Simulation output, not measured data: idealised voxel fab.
process module | voxel gate over fins
cross-section cut | 165 nm wide | cells 5 nm
A cross-section is a grid of square cells, given in bands from the top down. A band is one or more rows of cells.
Each band's line starts with the height of the band's top and of its bottom, in nm. Then come its materials from left to right, each with its width in nm. One material with "throughout" fills the band from edge to edge. "air" is empty space.
Height 0 is the level under which the wafer as received is all one material. The lowest band goes on downwards, as in "0 down".
A width such as "30 to 40" changes by the same amount from each row of cells to the next, from the band's top row to its bottom row.
"no change" after a step means that no cell of the cross-section changed.
closed voids: empty space of 8 cells or more with no open way to the top, each as width x height at its distance from the left edge, in nm
after a step's settings: what the simulator itself notes on the step
overlay nm, on a step with a mask: how far to the right of its planned place the mask lay; to the left if negative
plan
1 op RECEIVE | material Si
2 op CONFORMAL_DEP | material SiN | thk nm 5
3 op MASKED_ETCH | tone cover | mask id FINS | width nm 15 | pitch nm 40 | etch materials SiN | depth nm 5 | overlay nm 0
4 op MASKED_ETCH | tone cover | mask id FINS | width nm 15 | pitch nm 40 | etch materials Si | depth nm 30 | overlay nm 0
5 op OXIDIZE | depth nm 5
6 op FILL_DEP | material SiO2 | thk nm 10
7 op CMP | height nm 5
8 op SELECTIVE_ETCH | etch materials SiO2 | depth nm 15
9 op STRIP | etch materials SiN
10 op CONFORMAL_DEP | material HfO2 | thk nm 5
11 op CONFORMAL_DEP | material TiN | thk nm 5
12 op CONFORMAL_DEP | material TiAl | thk nm 5
13 op CONFORMAL_DEP | material TiN | thk nm 5
14 op FILL_DEP | material W | thk nm 10
15 op CMP | height nm 25
16 op CONFORMAL_DEP | material SiN | thk nm 10
as received, after step 1
  0 down: Si throughout
  closed voids: none
a wafer at the end: this start, this plan, one mistake
  35 to 25: SiN throughout
  25 to 20: W throughout
  20 to 15: W 15 | TiN 135 | W 15
  15 to 10: W 15 | TiN 5 | TiAl 125 | TiN 5 | W 15
  10 to 5: W 15 | TiN 5 | TiAl 5 | TiN 35 | TiAl 5 | TiN 35 | TiAl 5 | TiN 35 | TiAl 5 | TiN 5 | W 15
  5 to 0: W 15 | TiN 5 | TiAl 5 | TiN 5 | HfO2 25 | TiN 5 | TiAl 5 | TiN 5 | HfO2 25 | TiN 5 | TiAl 5 | TiN 5 | HfO2 25 | TiN 5 | TiAl 5 | TiN 5 | W 15
  0 to -10: W 15 | TiN 5 | TiAl 5 | TiN 5 | HfO2 5 | SiO2 5 | Si 5 | SiO2 5 | HfO2 5 | TiN 5 | TiAl 5 | TiN 5 | HfO2 5 | SiO2 5 | Si 5 | SiO2 5 | HfO2 5 | TiN 5 | TiAl 5 | TiN 5 | HfO2 5 | SiO2 5 | Si 5 | SiO2 5 | HfO2 5 | TiN 5 | TiAl 5 | TiN 5 | W 15
  -10 to -15: TiN 20 | TiAl 5 | TiN 5 | HfO2 5 | SiO2 5 | Si 5 | SiO2 5 | HfO2 5 | TiN 5 | TiAl 5 | TiN 5 | HfO2 5 | SiO2 5 | Si 5 | SiO2 5 | HfO2 5 | TiN 5 | TiAl 5 | TiN 5 | HfO2 5 | SiO2 5 | Si 5 | SiO2 5 | HfO2 5 | TiN 5 | TiAl 5 | TiN 20
  -15 to -20: TiAl 25 | TiN 5 | HfO2 5 | SiO2 5 | Si 5 | SiO2 5 | HfO2 5 | TiN 5 | TiAl 5 | TiN 5 | HfO2 5 | SiO2 5 | Si 5 | SiO2 5 | HfO2 5 | TiN 5 | TiAl 5 | TiN 5 | HfO2 5 | SiO2 5 | Si 5 | SiO2 5 | HfO2 5 | TiN 5 | TiAl 25
  -20 to -25: TiN 30 | HfO2 5 | SiO2 5 | Si 5 | SiO2 5 | HfO2 5 | TiN 15 | HfO2 5 | SiO2 5 | Si 5 | SiO2 5 | HfO2 5 | TiN 15 | HfO2 5 | SiO2 5 | Si 5 | SiO2 5 | HfO2 5 | TiN 30
  -25 to -30: HfO2 35 | SiO2 5 | Si 5 | SiO2 5 | HfO2 25 | SiO2 5 | Si 5 | SiO2 5 | HfO2 25 | SiO2 5 | Si 5 | SiO2 5 | HfO2 35
  -30 to -35: SiO2 40 | Si 5 | SiO2 35 | Si 5 | SiO2 35 | Si 5 | SiO2 40
  -35 down: Si throughout
  closed voids: none
what went wrong: step 6 ran as: op FILL_DEP | material SiN | thk nm 10
